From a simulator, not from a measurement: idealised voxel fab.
process module | voxel air gaps
cross-section cut | 285 nm wide | cells 5 nm
A cross-section is a grid of square cells, given in bands from the top down. A band is one or more rows of cells.
Each band's line starts with the height of the band's top and of its bottom, in nm. Then come its materials from left to right, each with its width in nm. One material with "throughout" fills the band from edge to edge. "air" is empty space.
Height 0 is the level under which the wafer as received is all one material. The lowest band goes on downwards, as in "0 down".
A width such as "30 to 40" changes by the same amount from each row of cells to the next, from the band's top row to its bottom row.
"no change" after a step means that no cell of the cross-section changed.
closed voids: empty space of 8 cells or more with no open way to the top, each as width x height at its distance from the left edge, in nm
after a step's settings: what the simulator itself notes on the step
overlay nm, on a step with a mask: how far to the right of its planned place the mask lay; to the left if negative
plan
1 op RECEIVE | material Si
2 op CONFORMAL_DEP | material SiO2 | thk nm 10
3 op CONFORMAL_DEP | material SiN | thk nm 5
4 op DIRECTIONAL_DEP | material lowk | thk nm 40
5 op DIRECTIONAL_DEP | material aC | thk nm 10
6 op PATTERN | tone open | mask id LINES | material resist | width nm 15 | pitch nm 40 | thk nm 25 | overlay nm 0
7 op DIRECTIONAL_ETCH | etch materials aC | depth nm 10
8 op STRIP | etch materials resist
9 op DIRECTIONAL_ETCH | etch materials lowk | depth nm 40
10 op STRIP | etch materials aC
11 op CONFORMAL_DEP | material TiN | thk nm 5
12 op FILL_DEP | material Ru | thk nm 10
13 op CMP | height nm 55
14 op EPI | material Ru | thk nm 10
15 op SELECTIVE_ETCH | etch materials lowk | depth nm 50
16 op CONFORMAL_DEP | material SiN | thk nm 5
as received, after step 1
  0 down: Si throughout
  closed voids: none
first wafer at the end, as planned
  70 to 65: air 60 | SiN 165 | air 60
  65 to 55: air 60 | SiN 5 | Ru 35 | SiN 5 | Ru 35 | SiN 5 | Ru 35 | SiN 5 | Ru 35 | SiN 5 | air 60
  55 to 50: air 60 | SiN 15 | TiN 5 | Ru 5 | TiN 5 | SiN 25 | TiN 5 | Ru 5 | TiN 5 | SiN 25 | TiN 5 | Ru 5 | TiN 5 | SiN 25 | TiN 5 | Ru 5 | TiN 5 | SiN 15 | air 60
  50 to 20: air 70 | SiN 5 | TiN 5 | Ru 5 | TiN 5 | SiN 5 | air 15 | SiN 5 | TiN 5 | Ru 5 | TiN 5 | SiN 5 | air 15 | SiN 5 | TiN 5 | Ru 5 | TiN 5 | SiN 5 | air 15 | SiN 5 | TiN 5 | Ru 5 | TiN 5 | SiN 5 | air 70
  20 to 15: SiN 75 | TiN 15 | SiN 25 | TiN 15 | SiN 25 | TiN 15 | SiN 25 | TiN 15 | SiN 75
  15 to 10: SiN throughout
  10 to 0: SiO2 throughout
  0 down: Si throughout
  closed voids: 15 x 30 at 95; 15 x 30 at 135; 15 x 30 at 175
second wafer at the end: like start, like plan, one mistake
  70 to 65: air 60 | SiN 165 | air 60
  65 to 55: air 60 | SiN 5 | Ru 35 | SiN 5 | Ru 35 | SiN 5 | Ru 35 | SiN 5 | Ru 35 | SiN 5 | air 60
  55 to 50: air 60 | SiN 15 | TiN 5 | SiN 5 | TiN 5 | SiN 25 | TiN 5 | SiN 5 | TiN 5 | SiN 25 | TiN 5 | SiN 5 | TiN 5 | SiN 25 | TiN 5 | SiN 5 | TiN 5 | SiN 15 | air 60
  50 to 20: air 70 | SiN 5 | TiN 5 | SiN 5 | TiN 5 | SiN 5 | air 15 | SiN 5 | TiN 5 | SiN 5 | TiN 5 | SiN 5 | air 15 | SiN 5 | TiN 5 | SiN 5 | TiN 5 | SiN 5 | air 15 | SiN 5 | TiN 5 | SiN 5 | TiN 5 | SiN 5 | air 70
  20 to 15: SiN 75 | TiN 15 | SiN 25 | TiN 15 | SiN 25 | TiN 15 | SiN 25 | TiN 15 | SiN 75
  15 to 10: SiN throughout
  10 to 0: SiO2 throughout
  0 down: Si throughout
  closed voids: 15 x 30 at 95; 15 x 30 at 135; 15 x 30 at 175
what went wrong: step 12 ran as: op FILL_DEP | material SiN | thk nm 10
at the end the second wafer has, in cells: 28 fewer of Ru | 28 more of SiN
